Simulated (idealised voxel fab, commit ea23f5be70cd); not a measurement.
voxel fin reveal: a process module
Xsec cut, 295 nm wide, square cell size 5 nm.
Cross-section spec: square-cell grid; bands listed top down; each band is one or more rows.
Quick guide to a band line: top height, bottom height (nm) up front; then every material left to right with its width in nm. Only one material and it's marked "throughout"? Then it fills the band edge to edge. And "empty" just means empty space.
The level at which height equals 0 is the one under which the wafer, as it arrives, is entirely one material. No lower edge exists for the bottom band, which continues downward and is notated as in "0..down".
The width entry "30..40" should be interpreted row by row: the top row of cells in the band takes the first number, the bottom row takes the second number, and the change between adjacent rows is uniform throughout.
Given "no modifications" for a step, no cell of the cross-section differs between before and after that step.
Each empty space that has no open way to the top and spans at least 8 cells appears under "Internal closed voids" as width x height at distance, the distance counted from the left edge, all in nm.
On a step's line, text after the settings is the simulator commenting on that step.
overlay nm: mask right of planned place by this much (step with mask). Neg. = left.

**Process steps (planned)**
1,RECEIVE | material Si
2,CONFORMAL_DEP | material SiN | thk nm 5
3,PATTERN | tone cover | mask id FINS | material resist | width nm 15 | pitch nm 40 | thk nm 15 | overlay nm 0
4,DIRECTIONAL_ETCH | etch materials SiN | depth nm 5
5,DIRECTIONAL_ETCH | etch materials Si | depth nm 40
6,STRIP | etch materials resist
7,FILL_DEP | material SiO2 | thk nm 5
8,CMP | height nm 5
9,SELECTIVE_ETCH | etch materials SiO2 | depth nm 20
10,STRIP | etch materials SiN
11,CONFORMAL_DEP | material SiO2 | thk nm 5
Wafer-to-wafer difference: depth nm, step 9. Common start. Plan = first wafer's value.

**Cross-section: the first of several wafers in its as-received state, i.e. following step 1**
    0..down  Si throughout
    Internal closed voids: none

**Tabulated below, wafer by wafer, are the end-of-module results: for each material, the number of cells gained (+) or lost (-) relative to the as-received state, followed by the closed voids**
depth nm 20 | -376 Si | +318 SiO2 | Internal closed voids: none
depth nm 25 | -376 Si | +279 SiO2 | Internal closed voids: none
depth nm 30 | -376 Si | +240 SiO2 | Internal closed voids: none
depth nm 35 | -376 Si | +201 SiO2 | Internal closed voids: none
depth nm 40 | -376 Si | +162 SiO2 | Internal closed voids: none
depth nm 45 | -376 Si | +123 SiO2 | Internal closed voids: none
